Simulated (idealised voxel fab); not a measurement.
Process module, titled voxel wiring stack
Displayed cross-section: cut, width of 275 nm, square cells sized 5 nm.
Bands, listed from the top down, are how a cross-section gets written in this document; the cross-section itself is a grid of square cells, and a band is one or more rows of them. Within each band entry, the heights of the top and of the bottom of the band appear first, in that order and in nm; the materials of the band then follow from left to right, each with its corresponding width in nm. The designation "full width" on a single material indicates that it fills the band from edge to edge; the designation "empty" indicates empty space. Convention: height 0 is the level below which the wafer, as received, is all one material. The lowest band does not terminate at the bottom but continues downward, represented as "0..down". Quick explanation for "30 to 40": the width changes in equal steps down the rows of cells, from the first number in the band's top row to the second number in its bottom row. No cell of the cross-section changed in a step that is given as "same as before". In the "Enclosed void catalog" entry, you get each enclosed empty space of 8 cells or more, one with no open way to the top, written width x height at distance, distance from the left edge, in nm. Heads up: the bit after the settings on a step's line is the simulator's remark on that step. "overlay nm" on a masked step: distance the mask lay right of its planned place, negative for left.
# So here's the lineup of process steps we planned
| 1 | RECEIVE | material Si |
| 2 | CONFORMAL_DEP | material SiO2 | thk nm 15 |
| 3 | DIRECTIONAL_DEP | material TiN | thk nm 5 |
| 4 | DIRECTIONAL_DEP | material Ru | thk nm 25 |
| 5 | PATTERN | tone cover | mask id METAL_1 | material resist | width nm 25 | pitch nm 40 | thk nm 20 | overlay nm 0 |
| 6 | DIRECTIONAL_ETCH | etch materials Ru | depth nm 25 |
| 7 | DIRECTIONAL_ETCH | etch materials TiN | depth nm 5 |
| 8 | STRIP | etch materials resist |
| 9 | FILL_DEP | material lowk | thk nm 10 |
| 10 | CMP | height nm 45 |
| 11 | CONFORMAL_DEP | material SiCN | thk nm 5 |
| 12 | DIRECTIONAL_DEP | material SiO2 | thk nm 30 |
| 13 | DIRECTIONAL_DEP | material aC | thk nm 10 |
| 14 | PATTERN | tone open | mask id METAL_2 | material resist | width nm 25 | pitch nm 40 | thk nm 30 | overlay nm 0 |
| 15 | DIRECTIONAL_ETCH | etch materials aC | depth nm 10 |
| 16 | STRIP | etch materials resist |
| 17 | DIRECTIONAL_ETCH | etch materials SiO2 | depth nm 20 |
| 18 | STRIP | etch materials aC |
| 19 | DIRECTIONAL_DEP | material aC | thk nm 15 |
| 20 | PATTERN | tone open | mask id METAL_2_HOLES | material resist | width nm 15 | pitch nm 80 | thk nm 35 | overlay nm 0 |
| 21 | DIRECTIONAL_ETCH | etch materials aC | depth nm 15 |
| 22 | STRIP | etch materials resist |
| 23 | DIRECTIONAL_ETCH | etch materials SiO2 | depth nm 10 |
| 24 | DIRECTIONAL_ETCH | etch materials SiCN | depth nm 5 |
| 25 | STRIP | etch materials aC |
| 26 | CONFORMAL_DEP | material TiN | thk nm 5 |
| 27 | FILL_DEP | material Cu | thk nm 10 |
| 28 | CMP | height nm 80 |
| 29 | CONFORMAL_DEP | material SiCN | thk nm 5 |
| 30 | DIRECTIONAL_DEP | material SiO2 | thk nm 30 |
| 31 | PATTERN | tone open | mask id METAL_3 | material resist | width nm 25 | pitch nm 40 | thk nm 15 | overlay nm 0 |
| 32 | DIRECTIONAL_ETCH | etch materials SiO2 | depth nm 20 |
| 33 | STRIP | etch materials resist |
| 34 | DIRECTIONAL_DEP | material aC | thk nm 10 |
| 35 | PATTERN | tone open | mask id METAL_3_HOLES | material resist | width nm 15 | pitch nm 80 | thk nm 25 | overlay nm 0 |
| 36 | DIRECTIONAL_ETCH | etch materials aC | depth nm 10 |
| 37 | STRIP | etch materials resist |
| 38 | DIRECTIONAL_ETCH | etch materials SiO2 | depth nm 10 |
| 39 | DIRECTIONAL_ETCH | etch materials SiCN | depth nm 5 |
| 40 | STRIP | etch materials aC |
| 41 | CONFORMAL_DEP | material TiN | thk nm 5 |
| 42 | FILL_DEP | material Ru | thk nm 5 |
| 43 | CMP | height nm 115 |
| 44 | CONFORMAL_DEP | material SiCN | thk nm 5 |
| 45 | DIRECTIONAL_DEP | material SiO2 | thk nm 30 |
| 46 | PATTERN | tone open | mask id METAL_4_HOLES | material resist | width nm 15 | pitch nm 40 | thk nm 20 | overlay nm 0 |
| 47 | DIRECTIONAL_ETCH | etch materials SiO2 | depth nm 30 |
| 48 | STRIP | etch materials resist |
| 49 | PATTERN | tone open | mask id METAL_4 | material resist | width nm 25 | pitch nm 40 | thk nm 20 | overlay nm 0 |
| 50 | DIRECTIONAL_ETCH | etch materials SiO2 | depth nm 20 |
| 51 | DIRECTIONAL_ETCH | etch materials SiCN | depth nm 5 |
| 52 | STRIP | etch materials resist |
| 53 | CONFORMAL_DEP | material TiN | thk nm 5 |
| 54 | FILL_DEP | material Cu | thk nm 5 |
| 55 | CMP | height nm 150 |
| 56 | CONFORMAL_DEP | material SiCN | thk nm 5 |
# First of the two wafers, run per plan
# Cross-section, incoming material, after step 1
* 0..down | Si full width
* Enclosed void catalog: none
# Wafer section view after processing step 2
* 15..0 | SiO2 full width
* Heights below 0 show no change.
# Wafer section view after processing step 3
* 20..15 | TiN full width
* Heights below 15 show no change.
# Wafer section view after processing step 4
* 45..20 | Ru full width
* Heights below 20 show no change.
# Wafer section view after processing step 5
* 65..45 | empty=85  resist=25  empty=15  resist=25  empty=15  resist=25  empty=85
* Heights below 45 show no change.
# Wafer section view after processing step 6
* 65..45 | empty=85  resist=25  empty=15  resist=25  empty=15  resist=25  empty=85
* 45..20 | empty=85  Ru=25  empty=15  Ru=25  empty=15  Ru=25  empty=85
* Heights below 20 show no change.
# Wafer section view after processing step 7
* 65..45 | empty=85  resist=25  empty=15  resist=25  empty=15  resist=25  empty=85
* 45..20 | empty=85  Ru=25  empty=15  Ru=25  empty=15  Ru=25  empty=85
* 20..15 | empty=85  TiN=25  empty=15  TiN=25  empty=15  TiN=25  empty=85
* Heights below 15 show no change.
# Wafer section view after processing step 8
* 45..20 | empty=85  Ru=25  empty=15  Ru=25  empty=15  Ru=25  empty=85
* Heights below 20 show no change.
# Wafer section view after processing step 9
* 55..45 | lowk full width
* 45..20 | lowk=85  Ru=25  lowk=15  Ru=25  lowk=15  Ru=25  lowk=85
* 20..15 | lowk=85  TiN=25  lowk=15  TiN=25  lowk=15  TiN=25  lowk=85
* Heights below 15 show no change.
# Wafer section view after processing step 10
* 45..20 | lowk=85  Ru=25  lowk=15  Ru=25  lowk=15  Ru=25  lowk=85
* Heights below 20 show no change.
# Wafer section view after processing step 11
* 50..45 | SiCN full width
* Heights below 45 show no change.
# Wafer section view after processing step 12
* 80..50 | SiO2 full width
* Heights below 50 show no change.
# Wafer section view after processing step 13
* 90..80 | aC full width
* Heights below 80 show no change.
# Wafer section view after processing step 14
* 120..90 | resist=85  empty=25  resist=15  empty=25  resist=15  empty=25  resist=85
* Heights below 90 show no change.
# Wafer section view after processing step 15
* 110..90 | resist=85  empty=25  resist=15  empty=25  resist=15  empty=25  resist=85
* 90..80 | aC=85  empty=25  aC=15  empty=25  aC=15  empty=25  aC=85
* Heights below 80 show no change.
# Wafer section view after processing step 16
* 90..80 | aC=85  empty=25  aC=15  empty=25  aC=15  empty=25  aC=85
* Heights below 80 show no change.
# Wafer section view after processing step 17
* 90..80 | aC=85  empty=25  aC=15  empty=25  aC=15  empty=25  aC=85
* 80..60 | SiO2=85  empty=25  SiO2=15  empty=25  SiO2=15  empty=25  SiO2=85
* Heights below 60 show no change.
# Wafer section view after processing step 18
* 80..60 | SiO2=85  empty=25  SiO2=15  empty=25  SiO2=15  empty=25  SiO2=85
* Heights below 60 show no change.
# Wafer section view after processing step 19
* 95..80 | aC=85  empty=25  aC=15  empty=25  aC=15  empty=25  aC=85
* 80..75 | SiO2=85  empty=25  SiO2=15  empty=25  SiO2=15  empty=25  SiO2=85
* 75..60 | SiO2=85  aC=25  SiO2=15  aC=25  SiO2=15  aC=25  SiO2=85
* Heights below 60 show no change.
# Wafer section view after processing step 20
* 130..95 | resist=85  empty=15  resist=65  empty=15  resist=95
* 95..80 | aC=85  empty=15  resist=10  aC=15  resist=25  aC=15  empty=15  resist=10  aC=85
* 80..75 | SiO2=85  empty=15  resist=10  SiO2=15  resist=25  SiO2=15  empty=15  resist=10  SiO2=85
* Heights below 75 show no change.
# Wafer section view after processing step 21
* 115..95 | resist=85  empty=15  resist=65  empty=15  resist=95
* 95..80 | aC=85  empty=15  resist=10  aC=15  resist=25  aC=15  empty=15  resist=10  aC=85
* 80..75 | SiO2=85  empty=15  resist=10  SiO2=15  resist=25  SiO2=15  empty=15  resist=10  SiO2=85
* 75..60 | SiO2=85  empty=15  aC=10  SiO2=15  aC=25  SiO2=15  empty=15  aC=10  SiO2=85
* Heights below 60 show no change.
# Wafer section view after processing step 22
* 95..80 | aC=85  empty=25  aC=15  empty=25  aC=15  empty=25  aC=85
* 80..75 | SiO2=85  empty=25  SiO2=15  empty=25  SiO2=15  empty=25  SiO2=85
* Heights below 75 show no change.
# Wafer section view after processing step 23
* 95..80 | aC=85  empty=25  aC=15  empty=25  aC=15  empty=25  aC=85
* 80..75 | SiO2=85  empty=25  SiO2=15  empty=25  SiO2=15  empty=25  SiO2=85
* 75..60 | SiO2=85  empty=15  aC=10  SiO2=15  aC=25  SiO2=15  empty=15  aC=10  SiO2=85
* 60..50 | SiO2=85  empty=15  SiO2=65  empty=15  SiO2=95
* Heights below 50 show no change.
# Wafer section view after processing step 24
* 95..80 | aC=85  empty=25  aC=15  empty=25  aC=15  empty=25  aC=85
* 80..75 | SiO2=85  empty=25  SiO2=15  empty=25  SiO2=15  empty=25  SiO2=85
* 75..60 | SiO2=85  empty=15  aC=10  SiO2=15  aC=25  SiO2=15  empty=15  aC=10  SiO2=85
* 60..50 | SiO2=85  empty=15  SiO2=65  empty=15  SiO2=95
* 50..45 | SiCN=85  empty=15  SiCN=65  empty=15  SiCN=95
* Heights below 45 show no change.
# Wafer section view after processing step 25
* 80..60 | SiO2=85  empty=25  SiO2=15  empty=25  SiO2=15  empty=25  SiO2=85
* Heights below 60 show no change.
# Wafer section view after processing step 26
* 85..80 | TiN=90  empty=15  TiN=25  empty=15  TiN=25  empty=15  TiN=90
* 80..65 | SiO2=85  TiN=5  empty=15  TiN=5  SiO2=15  TiN=5  empty=15  TiN=5  SiO2=15  TiN=5  empty=15  TiN=5  SiO2=85
* 65..60 | SiO2=85  TiN=5  empty=5  TiN=15  SiO2=15  TiN=25  SiO2=15  TiN=5  empty=5  TiN=15  SiO2=85
* 60..50 | SiO2=85  TiN=5  empty=5  TiN=5  SiO2=65  TiN=5  empty=5  TiN=5  SiO2=95
* 50..45 | SiCN=85  TiN=15  SiCN=65  TiN=15  SiCN=95
* Heights below 45 show no change.
# Wafer section view after processing step 27
* 95..85 | Cu full width
* 85..80 | TiN=90  Cu=15  TiN=25  Cu=15  TiN=25  Cu=15  TiN=90
* 80..65 | SiO2=85  TiN=5  Cu=15  TiN=5  SiO2=15  TiN=5  Cu=15  TiN=5  SiO2=15  TiN=5  Cu=15  TiN=5  SiO2=85
* 65..60 | SiO2=85  TiN=5  Cu=5  TiN=15  SiO2=15  TiN=25  SiO2=15  TiN=5  Cu=5  TiN=15  SiO2=85
* 60..50 | SiO2=85  TiN=5  Cu=5  TiN=5  SiO2=65  TiN=5  Cu=5  TiN=5  SiO2=95
* Heights below 50 show no change.
# Wafer section view after processing step 28
* 80..65 | SiO2=85  TiN=5  Cu=15  TiN=5  SiO2=15  TiN=5  Cu=15  TiN=5  SiO2=15  TiN=5  Cu=15  TiN=5  SiO2=85
* Heights below 65 show no change.
# Wafer section view after processing step 29
* 85..80 | SiCN full width
* Heights below 80 show no change.
# Wafer section view after processing step 30
* 115..85 | SiO2 full width
* Heights below 85 show no change.
# Wafer section view after processing step 31
* 130..115 | resist=85  empty=25  resist=15  empty=25  resist=15  empty=25  resist=85
* Heights below 115 show no change.
# Wafer section view after processing step 32
* 130..115 | resist=85  empty=25  resist=15  empty=25  resist=15  empty=25  resist=85
* 115..95 | SiO2=85  empty=25  SiO2=15  empty=25  SiO2=15  empty=25  SiO2=85
* Heights below 95 show no change.
# Wafer section view after processing step 33
* 115..95 | SiO2=85  empty=25  SiO2=15  empty=25  SiO2=15  empty=25  SiO2=85
* Heights below 95 show no change.
# Wafer section view after processing step 34
* 125..115 | aC=85  empty=25  aC=15  empty=25  aC=15  empty=25  aC=85
* 115..105 | SiO2=85  empty=25  SiO2=15  empty=25  SiO2=15  empty=25  SiO2=85
* 105..95 | SiO2=85  aC=25  SiO2=15  aC=25  SiO2=15  aC=25  SiO2=85
* Heights below 95 show no change.
# Wafer section view after processing step 35
* 150..125 | resist=85  empty=15  resist=65  empty=15  resist=95
* 125..115 | aC=85  empty=15  resist=10  aC=15  resist=25  aC=15  empty=15  resist=10  aC=85
* 115..105 | SiO2=85  empty=15  resist=10  SiO2=15  resist=25  SiO2=15  empty=15  resist=10  SiO2=85
* Heights below 105 show no change.
# Wafer section view after processing step 36
* 140..125 | resist=85  empty=15  resist=65  empty=15  resist=95
* 125..115 | aC=85  empty=15  resist=10  aC=15  resist=25  aC=15  empty=15  resist=10  aC=85
* 115..105 | SiO2=85  empty=15  resist=10  SiO2=15  resist=25  SiO2=15  empty=15  resist=10  SiO2=85
* 105..95 | SiO2=85  empty=15  aC=10  SiO2=15  aC=25  SiO2=15  empty=15  aC=10  SiO2=85
* Heights below 95 show no change.
# Wafer section view after processing step 37
* 125..115 | aC=85  empty=25  aC=15  empty=25  aC=15  empty=25  aC=85
* 115..105 | SiO2=85  empty=25  SiO2=15  empty=25  SiO2=15  empty=25  SiO2=85
* Heights below 105 show no change.
# Wafer section view after processing step 38
* 125..115 | aC=85  empty=25  aC=15  empty=25  aC=15  empty=25  aC=85
* 115..105 | SiO2=85  empty=25  SiO2=15  empty=25  SiO2=15  empty=25  SiO2=85
* 105..95 | SiO2=85  empty=15  aC=10  SiO2=15  aC=25  SiO2=15  empty=15  aC=10  SiO2=85
* 95..85 | SiO2=85  empty=15  SiO2=65  empty=15  SiO2=95
* Heights below 85 show no change.
# Wafer section view after processing step 39
* 125..115 | aC=85  empty=25  aC=15  empty=25  aC=15  empty=25  aC=85
* 115..105 | SiO2=85  empty=25  SiO2=15  empty=25  SiO2=15  empty=25  SiO2=85
* 105..95 | SiO2=85  empty=15  aC=10  SiO2=15  aC=25  SiO2=15  empty=15  aC=10  SiO2=85
* 95..85 | SiO2=85  empty=15  SiO2=65  empty=15  SiO2=95
* 85..80 | SiCN=85  empty=15  SiCN=65  empty=15  SiCN=95
* Heights below 80 show no change.
# Wafer section view after processing step 40
* 115..95 | SiO2=85  empty=25  SiO2=15  empty=25  SiO2=15  empty=25  SiO2=85
* Heights below 95 show no change.
# Wafer section view after processing step 41
* 120..115 | TiN=90  empty=15  TiN=25  empty=15  TiN=25  empty=15  TiN=90
* 115..100 | SiO2=85  TiN=5  empty=15  TiN=5  SiO2=15  TiN=5  empty=15  TiN=5  SiO2=15  TiN=5  empty=15  TiN=5  SiO2=85
* 100..95 | SiO2=85  TiN=5  empty=5  TiN=15  SiO2=15  TiN=25  SiO2=15  TiN=5  empty=5  TiN=15  SiO2=85
* 95..85 | SiO2=85  TiN=5  empty=5  TiN=5  SiO2=65  TiN=5  empty=5  TiN=5  SiO2=95
* 85..80 | SiCN=85  TiN=15  SiCN=65  TiN=15  SiCN=95
* Heights below 80 show no change.
# Wafer section view after processing step 42
* 125..120 | Ru full width
* 120..115 | TiN=90  Ru=15  TiN=25  Ru=15  TiN=25  Ru=15  TiN=90
* 115..100 | SiO2=85  TiN=5  Ru=15  TiN=5  SiO2=15  TiN=5  Ru=15  TiN=5  SiO2=15  TiN=5  Ru=15  TiN=5  SiO2=85
* 100..95 | SiO2=85  TiN=5  Ru=5  TiN=15  SiO2=15  TiN=25  SiO2=15  TiN=5  Ru=5  TiN=15  SiO2=85
* 95..85 | SiO2=85  TiN=5  Ru=5  TiN=5  SiO2=65  TiN=5  Ru=5  TiN=5  SiO2=95
* Heights below 85 show no change.
# Wafer section view after processing step 43
* 115..100 | SiO2=85  TiN=5  Ru=15  TiN=5  SiO2=15  TiN=5  Ru=15  TiN=5  SiO2=15  TiN=5  Ru=15  TiN=5  SiO2=85
* Heights below 100 show no change.
# Wafer section view after processing step 44
* 120..115 | SiCN full width
* Heights below 115 show no change.
# Wafer section view after processing step 45
* 150..120 | SiO2 full width
* Heights below 120 show no change.
# Wafer section view after processing step 46
* 170..150 | resist=85  empty=15  resist=25  empty=15  resist=25  empty=15  resist=95
* Heights below 150 show no change.
# Wafer section view after processing step 47
* 170..150 | resist=85  empty=15  resist=25  empty=15  resist=25  empty=15  resist=95
* 150..120 | SiO2=85  empty=15  SiO2=25  empty=15  SiO2=25  empty=15  SiO2=95
* Heights below 120 show no change.
# Wafer section view after processing step 48
* 150..120 | SiO2=85  empty=15  SiO2=25  empty=15  SiO2=25  empty=15  SiO2=95
* Heights below 120 show no change.
# Wafer section view after processing step 49
* 170..150 | resist=85  empty=25  resist=15  empty=25  resist=15  empty=25  resist=85
* Heights below 150 show no change.
# Wafer section view after processing step 50
* 170..150 | resist=85  empty=25  resist=15  empty=25  resist=15  empty=25  resist=85
* 150..130 | SiO2=85  empty=25  SiO2=15  empty=25  SiO2=15  empty=25  SiO2=85
* Heights below 130 show no change.
# Wafer section view after processing step 51
* 170..150 | resist=85  empty=25  resist=15  empty=25  resist=15  empty=25  resist=85
* 150..130 | SiO2=85  empty=25  SiO2=15  empty=25  SiO2=15  empty=25  SiO2=85
* 130..120 | SiO2=85  empty=15  SiO2=25  empty=15  SiO2=25  empty=15  SiO2=95
* 120..115 | SiCN=85  empty=15  SiCN=25  empty=15  SiCN=25  empty=15  SiCN=95
* Heights below 115 show no change.
# Wafer section view after processing step 52
* 150..130 | SiO2=85  empty=25  SiO2=15  empty=25  SiO2=15  empty=25  SiO2=85
* Heights below 130 show no change.
# Wafer section view after processing step 53
* 155..150 | TiN=90  empty=15  TiN=25  empty=15  TiN=25  empty=15  TiN=90
* 150..135 | SiO2=85  TiN=5  empty=15  TiN=5  SiO2=15  TiN=5  empty=15  TiN=5  SiO2=15  TiN=5  empty=15  TiN=5  SiO2=85
* 135..130 | SiO2=85  TiN=5  empty=5  TiN=15  SiO2=15  TiN=5  empty=5  TiN=15  SiO2=15  TiN=5  empty=5  TiN=15  SiO2=85
* 130..120 | SiO2=85  TiN=5  empty=5  TiN=5  SiO2=25  TiN=5  empty=5  TiN=5  SiO2=25  TiN=5  empty=5  TiN=5  SiO2=95
* 120..115 | SiCN=85  TiN=15  SiCN=25  TiN=15  SiCN=25  TiN=15  SiCN=95
* Heights below 115 show no change.
# Wafer section view after processing step 54
* 160..155 | Cu full width
* 155..150 | TiN=90  Cu=15  TiN=25  Cu=15  TiN=25  Cu=15  TiN=90
* 150..135 | SiO2=85  TiN=5  Cu=15  TiN=5  SiO2=15  TiN=5  Cu=15  TiN=5  SiO2=15  TiN=5  Cu=15  TiN=5  SiO2=85
* 135..130 | SiO2=85  TiN=5  Cu=5  TiN=15  SiO2=15  TiN=5  Cu=5  TiN=15  SiO2=15  TiN=5  Cu=5  TiN=15  SiO2=85
* 130..120 | SiO2=85  TiN=5  Cu=5  TiN=5  SiO2=25  TiN=5  Cu=5  TiN=5  SiO2=25  TiN=5  Cu=5  TiN=5  SiO2=95
* Heights below 120 show no change.
# Wafer section view after processing step 55
* 150..135 | SiO2=85  TiN=5  Cu=15  TiN=5  SiO2=15  TiN=5  Cu=15  TiN=5  SiO2=15  TiN=5  Cu=15  TiN=5  SiO2=85
* Heights below 135 show no change.
# Wafer section view after processing step 56
* 155..150 | SiCN full width
* Heights below 150 show no change.
# Second wafer - shared start and plan with the first - one error in running - same as the first up to step 48 inclusive
# At the planned end of step 49, the second wafer in cross-section
* 170..150 | resist=90  empty=25  resist=15  empty=25  resist=15  empty=25  resist=80
* 150..120 | SiO2=85  resist=5  empty=10  SiO2=25  resist=5  empty=10  SiO2=25  resist=5  empty=10  SiO2=95
* Heights below 120 show no change.
# At the planned end of step 50, the second wafer in cross-section
* 170..150 | resist=90  empty=25  resist=15  empty=25  resist=15  empty=25  resist=80
* 150..130 | SiO2=85  resist=5  empty=25  SiO2=10  resist=5  empty=25  SiO2=10  resist=5  empty=25  SiO2=80
* Heights below 130 show no change.
# At the planned end of step 51, the second wafer in cross-section
* 170..150 | resist=90  empty=25  resist=15  empty=25  resist=15  empty=25  resist=80
* 150..130 | SiO2=85  resist=5  empty=25  SiO2=10  resist=5  empty=25  SiO2=10  resist=5  empty=25  SiO2=80
* 130..120 | SiO2=85  resist=5  empty=10  SiO2=25  resist=5  empty=10  SiO2=25  resist=5  empty=10  SiO2=95
* 120..115 | SiCN=90  empty=10  SiCN=30  empty=10  SiCN=30  empty=10  SiCN=95
* Heights below 115 show no change.
# At the planned end of step 52, the second wafer in cross-section
* 150..130 | SiO2=85  empty=30  SiO2=10  empty=30  SiO2=10  empty=30  SiO2=80
* 130..120 | SiO2=85  empty=15  SiO2=25  empty=15  SiO2=25  empty=15  SiO2=95
* Heights below 120 show no change.
# At the planned end of step 53, the second wafer in cross-section
* 155..150 | TiN=90  empty=20  TiN=20  empty=20  TiN=20  empty=20  TiN=85
* 150..135 | SiO2=85  TiN=5  empty=20  TiN=5  SiO2=10  TiN=5  empty=20  TiN=5  SiO2=10  TiN=5  empty=20  TiN=5  SiO2=80
* 135..125 | SiO2=85  TiN=5  empty=5  TiN=20 to 5  SiO2=10 to 25  TiN=5  empty=5  TiN=20 to 5  SiO2=10 to 25  TiN=5  empty=5  TiN=20 to 5  SiO2=80 to 95
* 125..120 | SiO2=85  TiN=15  SiO2=25  TiN=15  SiO2=25  TiN=15  SiO2=95
* 120..115 | SiCN=90  TiN=10  SiCN=30  TiN=10  SiCN=30  TiN=10  SiCN=95
* Heights below 115 show no change.
# At the planned end of step 54, the second wafer in cross-section
* 160..155 | Cu full width
* 155..150 | TiN=90  Cu=20  TiN=20  Cu=20  TiN=20  Cu=20  TiN=85
* 150..135 | SiO2=85  TiN=5  Cu=20  TiN=5  SiO2=10  TiN=5  Cu=20  TiN=5  SiO2=10  TiN=5  Cu=20  TiN=5  SiO2=80
* 135..125 | SiO2=85  TiN=5  Cu=5  TiN=20 to 5  SiO2=10 to 25  TiN=5  Cu=5  TiN=20 to 5  SiO2=10 to 25  TiN=5  Cu=5  TiN=20 to 5  SiO2=80 to 95
* Heights below 125 show no change.
# At the planned end of step 55, the second wafer in cross-section
* 150..135 | SiO2=85  TiN=5  Cu=20  TiN=5  SiO2=10  TiN=5  Cu=20  TiN=5  SiO2=10  TiN=5  Cu=20  TiN=5  SiO2=80
* Heights below 135 show no change.
# At the planned end of step 56, the second wafer in cross-section
* 155..150 | SiCN full width
* Heights below 150 show no change.
Here's what went sideways: note that step 49 departed from the planned setting and was carried out as PATTERN | tone open | mask id METAL_4 | material resist | width nm 25 | pitch nm 40 | thk nm 20 | overlay nm 5
Once processing is complete, comparing cell counts shows that the second wafer has more or fewer of certain materials than the first: Cu +6; SiCN +3; SiO2 -12; TiN +3
